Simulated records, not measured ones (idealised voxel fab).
process module | voxel spacer lines
cross-section cut | 210 nm wide | cells 5 nm
A cross-section is a grid of square cells, given in bands from the top down. A band is one or more rows of cells.
Each band's line starts with the height of the band's top and of its bottom, in nm. Then come its materials from left to right, each with its width in nm. One material with "throughout" fills the band from edge to edge. "air" is empty space.
Height 0 is the level under which the wafer as received is all one material. The lowest band goes on downwards, as in "0 down".
A width such as "30 to 40" changes by the same amount from each row of cells to the next, from the band's top row to its bottom row.
"no change" after a step means that no cell of the cross-section changed.
closed voids: empty space of 8 cells or more with no open way to the top, each as width x height at its distance from the left edge, in nm
after a step's settings: what the simulator itself notes on the step
overlay nm, on a step with a mask: how far to the right of its planned place the mask lay; to the left if negative
plan
1 op RECEIVE | material Si
2 op CONFORMAL_DEP | material Al2O3 | thk nm 10
3 op DIRECTIONAL_DEP | material W | thk nm 10
4 op DIRECTIONAL_DEP | material aC | thk nm 20
5 op PATTERN | tone cover | mask id MANDREL | material resist | width nm 15 | pitch nm 50 | thk nm 25 | overlay nm 0
6 op DIRECTIONAL_ETCH | etch materials aC | depth nm 20
7 op STRIP | etch materials resist
8 op CONFORMAL_DEP | material SiO2 | thk nm 10
9 op DIRECTIONAL_ETCH | etch materials SiO2 | depth nm 5
10 op STRIP | etch materials aC
11 op DIRECTIONAL_ETCH | etch materials W | depth nm 10
12 op STRIP | etch materials SiO2
varied across the wafers: depth nm of step 9. The plan shows the first wafer's value. All wafers start alike
first wafer as received, after step 1
  0 down: Si throughout
  closed voids: none
first wafer at the end, after step 12
  40 to 20: air 70 | aC 15 | air 35 | aC 15 | air 75
  20 to 10: W throughout
  10 to 0: Al2O3 throughout
  0 down: Si throughout
  closed voids: none
last wafer at the end
  20 to 10: air 60 | W 10 | air 15 | W 10 | air 15 | W 10 | air 15 | W 10 | air 65
  10 to 0: Al2O3 throughout
  0 down: Si throughout
  closed voids: none
each wafer at the end: cells of each material gained (+) or lost (-) since it was received, then its closed voids
depth nm 5 | +84 Al2O3 | +84 W | +24 aC | closed voids: none
depth nm 10 | +84 Al2O3 | +16 W | closed voids: none
depth nm 15 | +84 Al2O3 | +16 W | closed voids: none
depth nm 20 | +84 Al2O3 | +16 W | closed voids: none
depth nm 25 | +84 Al2O3 | +16 W | closed voids: none
